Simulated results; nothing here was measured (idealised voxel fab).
The process module presented herein is designated voxel ribs on slabs.
For reference, the cross-section in this document is cut, with width 275 nm and square cells of 5 nm.
Cross-section format: a grid of square cells, given as bands from top to bottom; each band is one or more rows of cells. Within each band entry, the heights of the top and of the bottom of the band appear first, in that order and in nm; the materials of the band then follow from left to right, each with its corresponding width in nm. The designation "full width" on a single material indicates that it fills the band from edge to edge; the designation "empty" indicates empty space. Heights are reckoned from 0. Under this level, the received wafer is all of one material. The bottommost band is open-ended downward, for example "0 nm and below". So if you see something like "30..40" for the width, read it as the top row of the band sitting at the first number and the bottom row at the second, with every row in between moving by the same amount as the last. Take "nothing different" at face value: in the step it is given for, the cross-section changed in none of its cells. "Closed void roster" - sealed voids, min. 8 cells, no opening to top; format: width x height at distance (distance from left edge; nm throughout). The remark found on a step's line after its settings is issued by the simulator itself and pertains to that step. overlay nm: right-of-plan distance of the mask on a masked step; negative values mean left-of-plan.
# Planned step list for the process
1) op RECEIVE | material Si
2) op DIRECTIONAL_DEP | material SiO2 | thk nm 30
3) op DIRECTIONAL_DEP | material polySi | thk nm 25
4) op MASKED_ETCH | tone cover | mask id RIB | width nm 15 | etch materials polySi | depth nm 15 | overlay nm 0
5) op PATTERN | tone cover | mask id SLAB | material resist | width nm 75 | thk nm 15 | overlay nm 0
6) op DIRECTIONAL_ETCH | etch materials polySi | depth nm 10
7) op STRIP | etch materials resist
8) op FILL_DEP | material SiO2 | thk nm 25
9) op CMP | height nm 75
10) op DIRECTIONAL_DEP | material W | thk nm 5
11) op DIRECTIONAL_DEP | material aC | thk nm 15
12) op PATTERN | tone cover | mask id HEATER | material resist | width nm 25 | thk nm 30 | overlay nm 0
13) op DIRECTIONAL_ETCH | etch materials aC | depth nm 15
14) op STRIP | etch materials resist
15) op DIRECTIONAL_ETCH | etch materials W | depth nm 5
16) op STRIP | etch materials aC
17) op CONFORMAL_DEP | material SiO2 | thk nm 10
# as received, after step 1
> 0 nm and below: Si full width
> Closed void roster: none
# Post-module cross-section: identical start and plan to those above, one misstep in execution
> 90 nm to 85 nm: 115 of empty  45 of SiO2  115 of empty
> 85 nm to 80 nm: SiO2 full width
> 80 nm to 75 nm: 125 of SiO2  25 of W  125 of SiO2
> 75 nm to 55 nm: SiO2 full width
> 55 nm to 45 nm: 100 of SiO2  30 of polySi  15 of SiO2  30 of polySi  100 of SiO2
> 45 nm to 40 nm: 130 of polySi  15 of SiO2  130 of polySi
> 40 nm to 30 nm: polySi full width
> 30 nm to 0 nm: SiO2 full width
> 0 nm and below: Si full width
> Closed void roster: none
What went wrong in running the wafer? step 4 ran as: op MASKED_ETCH | tone open | mask id RIB | width nm 15 | etch materials polySi | depth nm 15 | overlay nm 0
